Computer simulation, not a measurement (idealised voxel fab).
You're looking at the process module voxel fin reveal.
It is cross-section cut that appears here, measuring 210 nm in width, its square cells being 5 nm in size.
Throughout this document, each cross-section is represented as a grid of square cells and is presented as a sequence of bands enumerated from the top downward, where a band comprises one or more rows of cells.
The entry gives the band's vertical extent as a top height and a bottom height in nm, then its horizontal make-up as materials from left to right, each with a width in nm. "air" stands for empty space; a single material marked "everywhere" fills the band edge to edge.
Convention: height 0 is the level below which the wafer, as received, is all one material. The lowest band does not terminate at the bottom but continues downward, represented as "0 nm and below".
You'd read "30..40" like this: the band's top row of cells is as wide as the first number, its bottom row is as wide as the second, and going down, every row changes width by the same amount as the row before did.
Where a step carries "nothing different", the cross-section came out of it unchanged, cell for cell.
Each empty space that has no open way to the top and spans at least 8 cells appears under "Unvented cavities" as width x height at distance, the distance counted from the left edge, all in nm.
That trailing text on a step's line, after the settings, is the simulator's own remark on the step.
The optional step-line setting "overlay nm" applies to steps with a mask and quantifies how far to the right of its planned location the mask lay, a negative value indicating leftward placement.

[List of planned process steps]
- 1: RECEIVE, material Si
- 2: CONFORMAL_DEP, material SiN, thk nm 5
- 3: PATTERN, tone cover, mask id FINS, material resist, width nm 15, pitch nm 45, thk nm 15, overlay nm 0
- 4: DIRECTIONAL_ETCH, etch materials SiN, depth nm 5
- 5: DIRECTIONAL_ETCH, etch materials Si, depth nm 35
- 6: STRIP, etch materials resist
- 7: FILL_DEP, material SiO2, thk nm 15
- 8: CMP, height nm 5
- 9: SELECTIVE_ETCH, etch materials SiO2, depth nm 30
- 10: STRIP, etch materials SiN
- 11: CONFORMAL_DEP, material HfO2, thk nm 5

[First of two wafers: run as planned]

[Cross-section of the wafer upon arrival, representing the state reached after step 1]
* 0 nm and below | Si everywhere
* Unvented cavities: none

[Cross-section through the wafer, step 2 finished]
* 5 nm to 0 nm | SiN everywhere
* Below a height of 0, the structure has not been altered.

[Cross-section through the wafer, step 3 finished]
* 20 nm to 5 nm | air (50) | resist (15) | air (30) | resist (15) | air (30) | resist (15) | air (55)
* Below a height of 5, the structure has not been altered.

[Cross-section through the wafer, step 4 finished]
* 20 nm to 5 nm | air (50) | resist (15) | air (30) | resist (15) | air (30) | resist (15) | air (55)
* 5 nm to 0 nm | air (50) | SiN (15) | air (30) | SiN (15) | air (30) | SiN (15) | air (55)
* Below a height of 0, the structure has not been altered.

[Cross-section through the wafer, step 5 finished]
* 20 nm to 5 nm | air (50) | resist (15) | air (30) | resist (15) | air (30) | resist (15) | air (55)
* 5 nm to 0 nm | air (50) | SiN (15) | air (30) | SiN (15) | air (30) | SiN (15) | air (55)
* 0 nm to -35 nm | air (50) | Si (15) | air (30) | Si (15) | air (30) | Si (15) | air (55)
* Below a height of -35, the structure has not been altered.

[Cross-section through the wafer, step 6 finished]
* 5 nm to 0 nm | air (50) | SiN (15) | air (30) | SiN (15) | air (30) | SiN (15) | air (55)
* Below a height of 0, the structure has not been altered.

[Cross-section through the wafer, step 7 finished]
* 20 nm to 5 nm | SiO2 everywhere
* 5 nm to 0 nm | SiO2 (50) | SiN (15) | SiO2 (30) | SiN (15) | SiO2 (30) | SiN (15) | SiO2 (55)
* 0 nm to -35 nm | SiO2 (50) | Si (15) | SiO2 (30) | Si (15) | SiO2 (30) | Si (15) | SiO2 (55)
* Below a height of -35, the structure has not been altered.

[Cross-section through the wafer, step 8 finished]
* 5 nm to 0 nm | SiO2 (50) | SiN (15) | SiO2 (30) | SiN (15) | SiO2 (30) | SiN (15) | SiO2 (55)
* Below a height of 0, the structure has not been altered.

[Cross-section through the wafer, step 9 finished]
* 5 nm to 0 nm | air (50) | SiN (15) | air (30) | SiN (15) | air (30) | SiN (15) | air (55)
* 0 nm to -25 nm | air (50) | Si (15) | air (30) | Si (15) | air (30) | Si (15) | air (55)
* Below a height of -25, the structure has not been altered.

[Cross-section through the wafer, step 10 finished]
* 0 nm to -25 nm | air (50) | Si (15) | air (30) | Si (15) | air (30) | Si (15) | air (55)
* Below a height of -25, the structure has not been altered.

[Cross-section through the wafer, step 11 finished]
* 5 nm to 0 nm | air (45) | HfO2 (25) | air (20) | HfO2 (25) | air (20) | HfO2 (25) | air (50)
* 0 nm to -20 nm | air (45) | HfO2 (5) | Si (15) | HfO2 (5) | air (20) | HfO2 (5) | Si (15) | HfO2 (5) | air (20) | HfO2 (5) | Si (15) | HfO2 (5) | air (50)
* -20 nm to -25 nm | HfO2 (50) | Si (15) | HfO2 (30) | Si (15) | HfO2 (30) | Si (15) | HfO2 (55)
* Below a height of -25, the structure has not been altered.

[Wafer two. Same start, same plan, one slip in execution. Same as wafer one through step 7, inclusive]

[Second wafer, cross-section, planned end of step 8]
* -5 nm to -35 nm | SiO2 (50) | Si (15) | SiO2 (30) | Si (15) | SiO2 (30) | Si (15) | SiO2 (55)
* Below a height of -35, the structure has not been altered.

[Second wafer, cross-section, planned end of step 9]
* -5 nm to -35 nm | air (50) | Si (15) | air (30) | Si (15) | air (30) | Si (15) | air (55)
* Below a height of -35, the structure has not been altered.

Second wafer, cross-section, planned end of step 10: nothing different

[Second wafer, cross-section, planned end of step 11]
* 0 nm to -5 nm | air (45) | HfO2 (25) | air (20) | HfO2 (25) | air (20) | HfO2 (25) | air (50)
* -5 nm to -30 nm | air (45) | HfO2 (5) | Si (15) | HfO2 (5) | air (20) | HfO2 (5) | Si (15) | HfO2 (5) | air (20) | HfO2 (5) | Si (15) | HfO2 (5) | air (50)
* -30 nm to -35 nm | HfO2 (50) | Si (15) | HfO2 (30) | Si (15) | HfO2 (30) | Si (15) | HfO2 (55)
* Below a height of -35, the structure has not been altered.
Deviation noted in wafer processing: heads up, step 8 didn't go per plan, it actually ran as CMP, height nm -5
Count the cells at the end and the second wafer has more or fewer of some materials than the first: HfO2: 6 more; Si: 9 fewer; SiO2: 66 fewer
